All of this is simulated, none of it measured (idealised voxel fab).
Process module heading - voxel wiring stack
The cross-section on display is named cut; it measures 145 nm wide, and its cells are 5 nm squares.
Bands, listed from the top down, are how a cross-section gets written in this document; the cross-section itself is a grid of square cells, and a band is one or more rows of them.
Top, bottom (nm), then materials left to right with widths (nm); lone material tagged "throughout" fills the whole band edge to edge; "air" = empty space.
It should be noted that heights are counted from 0, beneath which the wafer as supplied is of one material throughout, and that the lowest band possesses no lower boundary but continues downward, as written in "from 0 down".
The notation "30..40" denotes a width that varies across the rows of cells in the band, beginning at the first number in the top row, finishing at the second number in the bottom row, and changing by an identical amount from each row to the next.
Given "nothing changed" for a step, no cell of the cross-section differs between before and after that step.
The list in "Cavities, closed" covers empty spaces of 8 cells or more that cannot reach the top through any open way, and it gives each as width x height at distance; the distance is from the left edge, and width, height and distance are in nm.
Step line, after settings: the simulator's comment on this step.
overlay nm: for a step with a mask, the amount by which the mask lay right of where it was planned; a negative amount means left of it.
Intended process steps
| 1 | RECEIVE | material Si |
| 2 | CONFORMAL_DEP | material SiO2 | thk nm 10 |
| 3 | DIRECTIONAL_DEP | material TiN | thk nm 5 |
| 4 | DIRECTIONAL_DEP | material Ru | thk nm 20 |
| 5 | PATTERN | tone cover | mask id METAL_1 | material resist | width nm 30 | pitch nm 55 | thk nm 20 | overlay nm 0 |
| 6 | DIRECTIONAL_ETCH | etch materials Ru | depth nm 20 |
| 7 | DIRECTIONAL_ETCH | etch materials TiN | depth nm 5 |
| 8 | STRIP | etch materials resist |
| 9 | CONFORMAL_DEP | material SiCN | thk nm 5 |
| 10 | FILL_DEP | material SiO2 | thk nm 10 |
| 11 | CMP | height nm 35 |
| 12 | CONFORMAL_DEP | material SiCN | thk nm 5 |
| 13 | DIRECTIONAL_DEP | material SiO2 | thk nm 10 |
| 14 | MASKED_ETCH | tone open | mask id PLUG_1 | width nm 15 | etch materials SiO2 | depth nm 10 | overlay nm 0 |
| 15 | MASKED_ETCH | tone open | mask id PLUG_1 | width nm 15 | etch materials SiCN | depth nm 5 | overlay nm 0 |
| 16 | CONFORMAL_DEP | material TiN | thk nm 5 |
| 17 | FILL_DEP | material W | thk nm 10 |
| 18 | CMP | height nm 50 |
| 19 | CONFORMAL_DEP | material SiCN | thk nm 5 |
| 20 | DIRECTIONAL_DEP | material lowk | thk nm 20 |
| 21 | DIRECTIONAL_DEP | material aC | thk nm 10 |
| 22 | PATTERN | tone open | mask id METAL_2 | material resist | width nm 30 | pitch nm 55 | thk nm 30 | overlay nm 0 |
| 23 | DIRECTIONAL_ETCH | etch materials aC | depth nm 10 |
| 24 | STRIP | etch materials resist |
| 25 | DIRECTIONAL_ETCH | etch materials lowk | depth nm 20 |
| 26 | DIRECTIONAL_ETCH | etch materials SiCN | depth nm 5 |
| 27 | STRIP | etch materials aC |
| 28 | CONFORMAL_DEP | material TiN | thk nm 5 |
| 29 | FILL_DEP | material Cu | thk nm 5 |
| 30 | CMP | height nm 75 |
| 31 | CONFORMAL_DEP | material SiCN | thk nm 5 |
| 32 | DIRECTIONAL_DEP | material SiO2 | thk nm 20 |
| 33 | DIRECTIONAL_DEP | material aC | thk nm 10 |
| 34 | PATTERN | tone open | mask id PLUG_2 | material resist | width nm 15 | pitch nm 55 | thk nm 30 | overlay nm 0 |
| 35 | DIRECTIONAL_ETCH | etch materials aC | depth nm 10 |
| 36 | STRIP | etch materials resist |
| 37 | DIRECTIONAL_ETCH | etch materials SiO2 | depth nm 20 |
| 38 | DIRECTIONAL_ETCH | etch materials SiCN | depth nm 5 |
| 39 | STRIP | etch materials aC |
| 40 | CONFORMAL_DEP | material TiN | thk nm 5 |
| 41 | FILL_DEP | material W | thk nm 10 |
| 42 | CMP | height nm 100 |
| 43 | DIRECTIONAL_DEP | material TiN | thk nm 5 |
| 44 | DIRECTIONAL_DEP | material Ru | thk nm 25 |
| 45 | MASKED_ETCH | tone cover | mask id METAL_3 | width nm 30 | pitch nm 55 | etch materials Ru | depth nm 25 | overlay nm 0 |
| 46 | MASKED_ETCH | tone cover | mask id METAL_3 | width nm 30 | pitch nm 55 | etch materials TiN | depth nm 5 | overlay nm 0 |
| 47 | FILL_DEP | material SiO2 | thk nm 10 |
| 48 | CMP | height nm 130 |
| 49 | CONFORMAL_DEP | material SiN | thk nm 5 |
Keep in mind the plan's value for the thk nm of step 12 comes from the first wafer; the wafers don't share that setting, but they do share the same starting point.
Incoming state of the first of several wafers in cross-section: after step 1
> from 0 down = Si throughout
> Cavities, closed: none
Cross-section of the first of several wafers once the module has run through its last step, step 49
> from 135 to 130 = SiN throughout
> from 130 to 105 = SiO2 30 / Ru 30 / SiO2 25 / Ru 30 / SiO2 30
> from 105 to 100 = SiO2 30 / TiN 30 / SiO2 25 / TiN 30 / SiO2 30
> from 100 to 80 = SiO2 30 / TiN 5 / W 5 / TiN 5 / SiO2 40 / TiN 5 / W 5 / TiN 5 / SiO2 45
> from 80 to 75 = SiCN 30 / TiN 15 / SiCN 40 / TiN 15 / SiCN 45
> from 75 to 55 = lowk 30 / TiN 5 / Cu 20 / TiN 5 / lowk 25 / TiN 5 / Cu 20 / TiN 5 / lowk 30
> from 55 to 50 = SiCN 30 / TiN 30 / SiCN 25 / TiN 30 / SiCN 30
> from 50 to 40 = SiO2 30 / TiN 5 / W 5 / TiN 5 / SiO2 100
> from 40 to 35 = SiCN 30 / TiN 15 / SiCN 100
> from 35 to 15 = SiO2 25 / SiCN 5 / Ru 30 / SiCN 5 / SiO2 15 / SiCN 5 / Ru 30 / SiCN 5 / SiO2 25
> from 15 to 10 = SiCN 30 / TiN 30 / SiCN 25 / TiN 30 / SiCN 30
> from 10 to 0 = SiO2 throughout
> from 0 down = Si throughout
> Cavities, closed: none
Cross-sectional view of the final wafer of several at the module's end
> from 135 to 130 = SiN throughout
> from 130 to 105 = SiO2 30 / Ru 30 / SiO2 25 / Ru 30 / SiO2 30
> from 105 to 100 = SiO2 30 / TiN 30 / SiO2 25 / TiN 30 / SiO2 30
> from 100 to 80 = SiO2 30 / TiN 5 / W 5 / TiN 5 / SiO2 40 / TiN 5 / W 5 / TiN 5 / SiO2 45
> from 80 to 75 = SiCN 30 / TiN 15 / SiCN 40 / TiN 15 / SiCN 45
> from 75 to 55 = lowk 30 / TiN 5 / Cu 20 / TiN 5 / lowk 25 / TiN 5 / Cu 20 / TiN 5 / lowk 30
> from 55 to 50 = SiCN 30 / TiN 30 / SiCN 25 / TiN 30 / SiCN 30
> from 50 to 35 = SiCN throughout
> from 35 to 15 = SiO2 25 / SiCN 5 / Ru 30 / SiCN 5 / SiO2 15 / SiCN 5 / Ru 30 / SiCN 5 / SiO2 25
> from 15 to 10 = SiCN 30 / TiN 30 / SiCN 25 / TiN 30 / SiCN 30
> from 10 to 0 = SiO2 throughout
> from 0 down = Si throughout
> Cavities, closed: none
Below, a row for every wafer. Read it as the end-of-module picture: for each material the wafer shows its cells gained (+) or lost (-) since it was received, and then its closed voids
thk nm 5; +32 Cu; +108 Ru; +99 SiCN; +29 SiN; +356 SiO2; +81 TiN; +10 W; +68 lowk; Cavities, closed: none
thk nm 10; +32 Cu; +108 Ru; +128 SiCN; +29 SiN; +330 SiO2; +79 TiN; +9 W; +68 lowk; Cavities, closed: none
thk nm 15; +32 Cu; +108 Ru; +157 SiCN; +29 SiN; +304 SiO2; +77 TiN; +8 W; +68 lowk; Cavities, closed: none
thk nm 20; +32 Cu; +108 Ru; +160 SiCN; +29 SiN; +304 SiO2; +74 TiN; +8 W; +68 lowk; Cavities, closed: none
